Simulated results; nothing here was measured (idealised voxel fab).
process module | voxel spacer lines
cross-section cut | 295 nm wide | cells 5 nm
A cross-section is a grid of square cells, given in bands from the top down. A band is one or more rows of cells.
Each band's line starts with the height of the band's top and of its bottom, in nm. Then come its materials from left to right, each with its width in nm. One material with "throughout" fills the band from edge to edge. "air" is empty space.
Height 0 is the level under which the wafer as received is all one material. The lowest band goes on downwards, as in "0 down".
A width such as "30 to 40" changes by the same amount from each row of cells to the next, from the band's top row to its bottom row.
"no change" after a step means that no cell of the cross-section changed.
closed voids: empty space of 8 cells or more with no open way to the top, each as width x height at its distance from the left edge, in nm
after a step's settings: what the simulator itself notes on the step
overlay nm, on a step with a mask: how far to the right of its planned place the mask lay; to the left if negative
plan
1 op RECEIVE | material Si
2 op CONFORMAL_DEP | material Al2O3 | thk nm 10
3 op DIRECTIONAL_DEP | material TiN | thk nm 15
4 op DIRECTIONAL_DEP | material polySi | thk nm 30
5 op PATTERN | tone cover | mask id MANDREL | material resist | width nm 15 | pitch nm 50 | thk nm 35 | overlay nm 0
6 op DIRECTIONAL_ETCH | etch materials polySi | depth nm 30
7 op STRIP | etch materials resist
8 op CONFORMAL_DEP | material SiN | thk nm 10
9 op DIRECTIONAL_ETCH | etch materials SiN | depth nm 10
10 op STRIP | etch materials polySi
11 op DIRECTIONAL_ETCH | etch materials TiN | depth nm 15
12 op STRIP | etch materials SiN
13 op FILL_DEP | material SiO2 | thk nm 10
14 op CMP | height nm 25
as received, after step 1
  0 down: Si throughout
  closed voids: none
first wafer at the end, as planned
  25 to 10: SiO2 105 | TiN 10 | SiO2 15 | TiN 10 | SiO2 15 | TiN 10 | SiO2 15 | TiN 10 | SiO2 105
  10 to 0: Al2O3 throughout
  0 down: Si throughout
  closed voids: none
second wafer at the end: like start, like plan, one mistake
  25 to 10: Al2O3 105 | TiN 10 | Al2O3 15 | TiN 10 | Al2O3 15 | TiN 10 | Al2O3 15 | TiN 10 | Al2O3 105
  10 to 0: Al2O3 throughout
  0 down: Si throughout
  closed voids: none
what went wrong: step 13 ran as: op FILL_DEP | material Al2O3 | thk nm 10
at the end the second wafer has, in cells: 153 more of Al2O3 | 153 fewer of SiO2
